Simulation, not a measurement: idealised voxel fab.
process module | voxel gate over fins
cross-section cut | 250 nm wide | cells 5 nm
A cross-section is a grid of square cells, given in bands from the top down. A band is one or more rows of cells.
Each band's line starts with the height of the band's top and of its bottom, in nm. Then come its materials from left to right, each with its width in nm. One material with "throughout" fills the band from edge to edge. "air" is empty space.
Height 0 is the level under which the wafer as received is all one material. The lowest band goes on downwards, as in "0 down".
A width such as "30 to 40" changes by the same amount from each row of cells to the next, from the band's top row to its bottom row.
"no change" after a step means that no cell of the cross-section changed.
closed voids: empty space of 8 cells or more with no open way to the top, each as width x height at its distance from the left edge, in nm
after a step's settings: what the simulator itself notes on the step
overlay nm, on a step with a mask: how far to the right of its planned place the mask lay; to the left if negative
plan
1 op RECEIVE | material Si
2 op CONFORMAL_DEP | material SiN | thk nm 5
3 op PATTERN | tone cover | mask id FINS | material resist | width nm 15 | pitch nm 40 | thk nm 15 | overlay nm 0
4 op DIRECTIONAL_ETCH | etch materials SiN | depth nm 5
5 op DIRECTIONAL_ETCH | etch materials Si | depth nm 35
6 op STRIP | etch materials resist
7 op FILL_DEP | material SiO2 | thk nm 15
8 op CMP | height nm 5
9 op SELECTIVE_ETCH | etch materials SiO2 | depth nm 15
10 op STRIP | etch materials SiN
11 op CONFORMAL_DEP | material HfO2 | thk nm 5
12 op CONFORMAL_DEP | material TiN | thk nm 5
13 op CONFORMAL_DEP | material TiAl | thk nm 5
14 op CONFORMAL_DEP | material TiN | thk nm 5
15 op FILL_DEP | material W | thk nm 10
16 op CMP | height nm 25
17 op CONFORMAL_DEP | material SiN | thk nm 5
varied across the wafers: thk nm of step 17. The plan shows the first wafer's value. All wafers start alike
first wafer as received, after step 1
  0 down: Si throughout
  closed voids: none
first wafer at the end, after step 17
  30 to 25: SiN throughout
  25 to 20: W throughout
  20 to 15: W 35 | TiN 175 | W 40
  15 to 10: W 35 | TiN 5 | TiAl 165 | TiN 5 | W 40
  10 to 5: TiN 40 | TiAl 5 | TiN 35 | TiAl 5 | TiN 35 | TiAl 5 | TiN 35 | TiAl 5 | TiN 35 | TiAl 5 | TiN 45
  5 to 0: TiAl 45 | TiN 5 | HfO2 25 | TiN 5 | TiAl 5 | TiN 5 | HfO2 25 | TiN 5 | TiAl 5 | TiN 5 | HfO2 25 | TiN 5 | TiAl 5 | TiN 5 | HfO2 25 | TiN 5 | TiAl 50
  0 to -5: TiN 50 | HfO2 5 | Si 15 | HfO2 5 | TiN 15 | HfO2 5 | Si 15 | HfO2 5 | TiN 15 | HfO2 5 | Si 15 | HfO2 5 | TiN 15 | HfO2 5 | Si 15 | HfO2 5 | TiN 55
  -5 to -10: HfO2 55 | Si 15 | HfO2 25 | Si 15 | HfO2 25 | Si 15 | HfO2 25 | Si 15 | HfO2 60
  -10 to -35: SiO2 55 | Si 15 | SiO2 25 | Si 15 | SiO2 25 | Si 15 | SiO2 25 | Si 15 | SiO2 60
  -35 down: Si throughout
  closed voids: none
last wafer at the end
  50 to 25: SiN throughout
  25 to 20: W throughout
  20 to 15: W 35 | TiN 175 | W 40
  15 to 10: W 35 | TiN 5 | TiAl 165 | TiN 5 | W 40
  10 to 5: TiN 40 | TiAl 5 | TiN 35 | TiAl 5 | TiN 35 | TiAl 5 | TiN 35 | TiAl 5 | TiN 35 | TiAl 5 | TiN 45
  5 to 0: TiAl 45 | TiN 5 | HfO2 25 | TiN 5 | TiAl 5 | TiN 5 | HfO2 25 | TiN 5 | TiAl 5 | TiN 5 | HfO2 25 | TiN 5 | TiAl 5 | TiN 5 | HfO2 25 | TiN 5 | TiAl 50
  0 to -5: TiN 50 | HfO2 5 | Si 15 | HfO2 5 | TiN 15 | HfO2 5 | Si 15 | HfO2 5 | TiN 15 | HfO2 5 | Si 15 | HfO2 5 | TiN 15 | HfO2 5 | Si 15 | HfO2 5 | TiN 55
  -5 to -10: HfO2 55 | Si 15 | HfO2 25 | Si 15 | HfO2 25 | Si 15 | HfO2 25 | Si 15 | HfO2 60
  -10 to -35: SiO2 55 | Si 15 | SiO2 25 | Si 15 | SiO2 25 | Si 15 | SiO2 25 | Si 15 | SiO2 60
  -35 down: Si throughout
  closed voids: none
each wafer at the end: cells of each material gained (+) or lost (-) since it was received, then its closed voids
thk nm 5 | +66 HfO2 | -266 Si | +50 SiN | +190 SiO2 | +60 TiAl | +120 TiN | +80 W | closed voids: none
thk nm 10 | +66 HfO2 | -266 Si | +100 SiN | +190 SiO2 | +60 TiAl | +120 TiN | +80 W | closed voids: none
thk nm 15 | +66 HfO2 | -266 Si | +150 SiN | +190 SiO2 | +60 TiAl | +120 TiN | +80 W | closed voids: none
thk nm 20 | +66 HfO2 | -266 Si | +200 SiN | +190 SiO2 | +60 TiAl | +120 TiN | +80 W | closed voids: none
thk nm 25 | +66 HfO2 | -266 Si | +250 SiN | +190 SiO2 | +60 TiAl | +120 TiN | +80 W | closed voids: none
